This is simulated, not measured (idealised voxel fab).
Proc. module: voxel ribs on slabs
Cross-sectional view cut (width: 155 nm; square cell size: 5 nm).
Bands, listed from the top down, are how a cross-section gets written in this document; the cross-section itself is a grid of square cells, and a band is one or more rows of them. Heights first: top, then bottom, in nm. Then materials, left to right, each with a width in nm. "everywhere" on a single material: fills the band edge to edge. "empty": empty space. Where do heights start? At 0: under that level the wafer as delivered is made of one material only. And the lowest band has no floor; it just carries on downward, as in "from 0 down". Width: "30..40" (first number = top row, second number = bottom row, same change from row to row of cells). A step reported as "changes: none" is a step in which no cell of the cross-section changed. Any empty space of 8 cells or more lacking an open way to the top shows up in "Completely sealed voids" as width x height at distance, distance from the left edge, in nm. What comes after the settings on a step's line is commentary from the simulator itself on that step. overlay nm: on a step with a mask, how far right of its planned place the mask lay; negative means left.
### The process steps that were planned are listed below
- 1: op RECEIVE | material Si
- 2: op DIRECTIONAL_DEP | material SiO2 | thk nm 20
- 3: op DIRECTIONAL_DEP | material polySi | thk nm 25
- 4: op MASKED_ETCH | tone cover | mask id RIB | width nm 20 | etch materials polySi | depth nm 20 | overlay nm 0
- 5: op MASKED_ETCH | tone cover | mask id SLAB | width nm 70 | etch materials polySi | depth nm 5 | overlay nm 0
- 6: op FILL_DEP | material SiO2 | thk nm 20
- 7: op CMP | height nm 45
- 8: op DIRECTIONAL_DEP | material TiN | thk nm 10
- 9: op PATTERN | tone cover | mask id HEATER | material resist | width nm 30 | thk nm 20 | overlay nm 0
- 10: op DIRECTIONAL_ETCH | etch materials TiN | depth nm 10
- 11: op STRIP | etch materials resist
- 12: op CONFORMAL_DEP | material SiO2 | thk nm 5
Same starting wafers, different height nm at step 7. Plan value belongs to the first wafer.
### The first of several wafers as received, shown in cross-section; this is its state after step 1
> from 0 down | Si everywhere
> Completely sealed voids: none
### So in this table every wafer gets its own row, and what you see is where it stands at the end of the module: for each material, how many cells it picked up (+) or gave up (-) since we received it, and after that its closed voids
height nm 45, +284 SiO2, +12 TiN, +30 polySi, Completely sealed voids: none
height nm 50, +315 SiO2, +12 TiN, +30 polySi, Completely sealed voids: none
height nm 55, +346 SiO2, +12 TiN, +30 polySi, Completely sealed voids: none
height nm 60, +377 SiO2, +12 TiN, +30 polySi, Completely sealed voids: none
height nm 65, +408 SiO2, +12 TiN, +30 polySi, Completely sealed voids: none
